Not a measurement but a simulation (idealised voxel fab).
Title: Process Module voxel fin reveal
The width of the displayed cross-section, cut, is 175 nm; its cells are square, with a size of 5 nm.
How to read a cross-section here: the picture is a grid of square cells, written as bands going from the top down, and any band can span one or more rows of cells. Heights first: top, then bottom, in nm. Then materials, left to right, each with a width in nm. "throughout" on a single material: fills the band edge to edge. "air": empty space. Convention: height 0 is the level below which the wafer, as received, is all one material. The lowest band does not terminate at the bottom but continues downward, represented as "from 0 down". The width entry "30->40" should be interpreted row by row: the top row of cells in the band takes the first number, the bottom row takes the second number, and the change between adjacent rows is uniform throughout. Step marked "everything unchanged"? Then no cell in the cross-section changed in it. Look at "Completely enclosed voids" for the closed voids: empty spaces with no open path to the top, sized 8 cells or up. Each is width x height at distance, distance from the left edge, all nm. What comes after the settings on a step's line is commentary from the simulator itself on that step. overlay nm, on a step with a mask: how far to the right of its planned place the mask lay; to the left if negative.
[The process steps that were planned are listed below]
1. RECEIVE [material Si]
2. CONFORMAL_DEP [material SiN] [thk nm 10]
3. MASKED_ETCH [tone cover] [mask id FINS] [width nm 15] [pitch nm 40] [etch materials SiN] [depth nm 10] [overlay nm 0]
4. MASKED_ETCH [tone cover] [mask id FINS] [width nm 15] [pitch nm 40] [etch materials Si] [depth nm 40] [overlay nm 0]
5. FILL_DEP [material SiO2] [thk nm 5]
6. CMP [height nm 10]
7. SELECTIVE_ETCH [etch materials SiO2] [depth nm 25]
8. STRIP [etch materials SiN]
9. CONFORMAL_DEP [material HfO2] [thk nm 5]
[Shown in cross-section is the wafer as received, that is, as it stands after step 1]
> from 0 down: Si throughout
> Completely enclosed voids: none
[Wafer cross-section at module end: first of two, run to plan]
> from 5 to 0: air: 55, HfO2: 25, air: 15, HfO2: 25, air: 55
> from 0 to -10: air: 55, HfO2: 5, Si: 15, HfO2: 5, air: 15, HfO2: 5, Si: 15, HfO2: 5, air: 55
> from -10 to -15: HfO2: 60, Si: 15, HfO2: 25, Si: 15, HfO2: 60
> from -15 to -40: SiO2: 60, Si: 15, SiO2: 25, Si: 15, SiO2: 60
> from -40 down: Si throughout
> Completely enclosed voids: none
[Here's the second of our two wafers sectioned at module end. Same start as the first, same plan, but one mistake got made running it]
> from 5 to 0: air: 55, HfO2: 25, air: 15, HfO2: 25, air: 55
> from 0 to -10: air: 55, HfO2: 5, Si: 15, HfO2: 5, air: 15, HfO2: 5, Si: 15, HfO2: 5, air: 55
> from -10 to -15: HfO2: 40, air: 15, HfO2: 5, Si: 15, HfO2: 5, air: 15, HfO2: 5, Si: 15, HfO2: 5, air: 15, HfO2: 40
> from -15 to -20: SiO2: 35, HfO2: 5, air: 15, HfO2: 5, Si: 15, HfO2: 5, air: 15, HfO2: 5, Si: 15, HfO2: 5, air: 15, HfO2: 5, SiO2: 35
> from -20 to -25: SiO2: 35, HfO2: 25, Si: 15, HfO2: 25, Si: 15, HfO2: 25, SiO2: 35
> from -25 to -40: SiO2: 60, Si: 15, SiO2: 25, Si: 15, SiO2: 60
> from -40 down: Si throughout
> Completely enclosed voids: none
What was the processing mistake? it was found that steps 7 and 8 of the process plan had been performed in exchanged positions
Cell-count delta at end, second wafer over first, by material: HfO2: 12 more; SiO2: 30 fewer
